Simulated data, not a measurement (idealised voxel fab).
Process module in this document: voxel capacitor over wiring
Square cells of 5 nm make up the cross-section cut, whose width is 220 nm.
Cross-section spec: square-cell grid; bands listed top down; each band is one or more rows.
Band entry format. Leading values: height of top, height of bottom, nm. Remainder: materials in left-to-right order, each with its width in nm. Special words: "throughout" on a single material, which then fills the band edge to edge; "blank", empty space.
It should be noted that heights are counted from 0, beneath which the wafer as supplied is of one material throughout, and that the lowest band possesses no lower boundary but continues downward, as written in "from 0 down".
It should be noted that a width expressed as "30->40" varies in equal increments from row to row of cells within the band, taking the value of the first number at the top row and that of the second number at the bottom row.
Given "remained the same" for a step, no cell of the cross-section differs between before and after that step.
"Enclosed empty spaces" lists enclosed empty spaces (at least 8 cells, no open path upward to the top), each as width x height at distance from the left edge, in nm.
Heads up: the bit after the settings on a step's line is the simulator's remark on that step.
Steps that use a mask can have "overlay nm" on their line. It says how far the mask sat to the right of where it was meant to be. Negative means to the left.
# The following list gives the planned process steps
- 1: RECEIVE: material Si
- 2: CONFORMAL_DEP: material SiO2, thk nm 15
- 3: DIRECTIONAL_DEP: material TiN, thk nm 5
- 4: DIRECTIONAL_DEP: material W, thk nm 20
- 5: DIRECTIONAL_DEP: material aC, thk nm 10
- 6: PATTERN: tone cover, mask id METAL_1, material resist, width nm 20, pitch nm 70, thk nm 30, overlay nm 0
- 7: DIRECTIONAL_ETCH: etch materials aC, depth nm 10
- 8: STRIP: etch materials resist
- 9: DIRECTIONAL_ETCH: etch materials W, depth nm 20
- 10: DIRECTIONAL_ETCH: etch materials TiN, depth nm 5
- 11: STRIP: etch materials aC
- 12: CONFORMAL_DEP: material SiCN, thk nm 5
- 13: FILL_DEP: material lowk, thk nm 5
- 14: CMP: height nm 40
- 15: CONFORMAL_DEP: material SiCN, thk nm 5
- 16: DIRECTIONAL_DEP: material lowk, thk nm 20
- 17: PATTERN: tone open, mask id PLUG_1, material resist, width nm 15, thk nm 20, overlay nm 0
- 18: DIRECTIONAL_ETCH: etch materials lowk, depth nm 20
- 19: DIRECTIONAL_ETCH: etch materials SiCN, depth nm 5
- 20: STRIP: etch materials resist
- 21: CONFORMAL_DEP: material TiN, thk nm 5
- 22: FILL_DEP: material Ru, thk nm 5
- 23: CMP: height nm 65
- 24: DIRECTIONAL_DEP: material TiN, thk nm 10
- 25: DIRECTIONAL_DEP: material HfO2, thk nm 5
- 26: DIRECTIONAL_DEP: material TiN, thk nm 10
- 27: PATTERN: tone cover, mask id UPPER_PLATE, material resist, width nm 55, thk nm 15, overlay nm 0
- 28: DIRECTIONAL_ETCH: etch materials TiN, depth nm 10
- 29: DIRECTIONAL_ETCH: etch materials HfO2, depth nm 5
- 30: STRIP: etch materials resist
- 31: PATTERN: tone cover, mask id LOWER_PLATE, material resist, width nm 65, thk nm 15, overlay nm 0
- 32: DIRECTIONAL_ETCH: etch materials TiN, depth nm 10
- 33: STRIP: etch materials resist
- 34: FILL_DEP: material SiO2, thk nm 15
- 35: CMP: height nm 100
- 36: DIRECTIONAL_DEP: material aC, thk nm 15
- 37: PATTERN: tone open, mask id PLUG_2, material resist, width nm 15, thk nm 30, overlay nm 0
- 38: DIRECTIONAL_ETCH: etch materials aC, depth nm 15
- 39: STRIP: etch materials resist
- 40: DIRECTIONAL_ETCH: etch materials SiO2, depth nm 10
- 41: STRIP: etch materials aC
- 42: CONFORMAL_DEP: material TiN, thk nm 5
- 43: FILL_DEP: material Cu, thk nm 10
- 44: CMP: height nm 100
- 45: CONFORMAL_DEP: material SiN, thk nm 5
# Cross-section of the wafer as it came to us, i.e., already through step 1
	from 0 down: Si throughout
	Enclosed empty spaces: none
# End state of the module in cross-section, given the above starting point and plan and one mistake in execution
	from 105 to 100: SiN throughout
	from 100 to 95: 80 nm SiO2, 5 nm TiN, 5 nm Cu, 5 nm TiN, 125 nm SiO2
	from 95 to 90: 80 nm SiO2, 15 nm TiN, 125 nm SiO2
	from 90 to 85: 70 nm SiO2, 55 nm HfO2, 95 nm SiO2
	from 85 to 75: 65 nm SiO2, 65 nm TiN, 90 nm SiO2
	from 75 to 65: TiN throughout
	from 65 to 45: 70 nm lowk, 5 nm TiN, 5 nm Ru, 5 nm TiN, 135 nm lowk
	from 45 to 40: 70 nm SiCN, 15 nm TiN, 135 nm SiCN
	from 40 to 20: 60 nm lowk, 5 nm SiCN, 20 nm W, 5 nm SiCN, 40 nm lowk, 5 nm SiCN, 20 nm W, 5 nm SiCN, 60 nm lowk
	from 20 to 15: 65 nm SiCN, 20 nm TiN, 50 nm SiCN, 20 nm TiN, 65 nm SiCN
	from 15 to 0: SiO2 throughout
	from 0 down: Si throughout
	Enclosed empty spaces: none
Against the plan, the run slipped here: steps 25 and 26 got flipped, so each one ran where the other should have
